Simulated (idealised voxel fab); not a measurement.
Module name: voxel lift off (process module)
Cross-section cut spans 180 nm and uses square cells 5 nm in size.
For the purposes of this document, a cross-section shall be understood as a grid of square cells, specified as bands listed in top-to-bottom order, each band consisting of one or more rows of cells. The band entry comprises the height of the band's top followed by the height of its bottom, expressed in nm, and subsequently the band's materials from left to right, each stated together with its width in nm. Where a single material is marked with the word "full width", that material fills the band from edge to edge. The word "air" represents empty space. Counting heights begins at 0, where everything beneath is, in the wafer as received, one material. The lowest band has no bottom; it goes on downwards, as "from 0 down" shows. The width entry "30->40" should be interpreted row by row: the top row of cells in the band takes the first number, the bottom row takes the second number, and the change between adjacent rows is uniform throughout. Where a step carries "remained the same", the cross-section came out of it unchanged, cell for cell. "Closed-off voids" contains a list of empty spaces, each no smaller than 8 cells and without an open way to the top, written in the form width x height at distance with the distance from the left edge and all three in nm. Whatever follows a step's settings on its line is a remark the simulator itself makes about that step. A step line may carry the setting "overlay nm", which, for steps involving a mask, states the distance by which the mask lay to the right of its intended position; negative values denote displacement to the left.
Planned step list for the process:
1. RECEIVE, material Si
2. CONFORMAL_DEP, material SiN, thk nm 5
3. PATTERN, tone open, mask id LINES, material resist, width nm 20, pitch nm 45, thk nm 20, overlay nm 0
4. DIRECTIONAL_DEP, material Ru, thk nm 10
5. STRIP, etch materials resist
6. CONFORMAL_DEP, material SiCN, thk nm 5
All wafers enter the flow in the same state. The width nm at step 3 differs from wafer to wafer, and the plan gives the value for the first wafer.
Cut through the first of several wafers as received, post step 1:
from 0 down | Si full width
Closed-off voids: none
first wafer at the end, after step 6:
from 20 to 15 | 30 air; 30 SiCN; 15 air; 30 SiCN; 15 air; 30 SiCN; 30 air
from 15 to 10 | 30 air; 5 SiCN; 20 Ru; 5 SiCN; 15 air; 5 SiCN; 20 Ru; 5 SiCN; 15 air; 5 SiCN; 20 Ru; 5 SiCN; 30 air
from 10 to 5 | 35 SiCN; 20 Ru; 25 SiCN; 20 Ru; 25 SiCN; 20 Ru; 35 SiCN
from 5 to 0 | SiN full width
from 0 down | Si full width
Closed-off voids: none
Last wafer x-sec, end of module:
from 20 to 15 | 25 air; 40 SiCN; 5 air; 40 SiCN; 5 air; 40 SiCN; 25 air
from 15 to 10 | 25 air; 5 SiCN; 30 Ru; 5 SiCN; 5 air; 5 SiCN; 30 Ru; 5 SiCN; 5 air; 5 SiCN; 30 Ru; 5 SiCN; 25 air
from 10 to 5 | 30 SiCN; 30 Ru; 15 SiCN; 30 Ru; 15 SiCN; 30 Ru; 30 SiCN
from 5 to 0 | SiN full width
from 0 down | Si full width
Closed-off voids: none
Per wafer (row), end of module: delta in cells per material since receipt, (+) for gained, (-) for lost; closed voids after that:
width nm 20; +24 Ru; +48 SiCN; +36 SiN; Closed-off voids: none
width nm 25; +30 Ru; +48 SiCN; +36 SiN; Closed-off voids: none
width nm 30; +36 Ru; +48 SiCN; +36 SiN; Closed-off voids: none
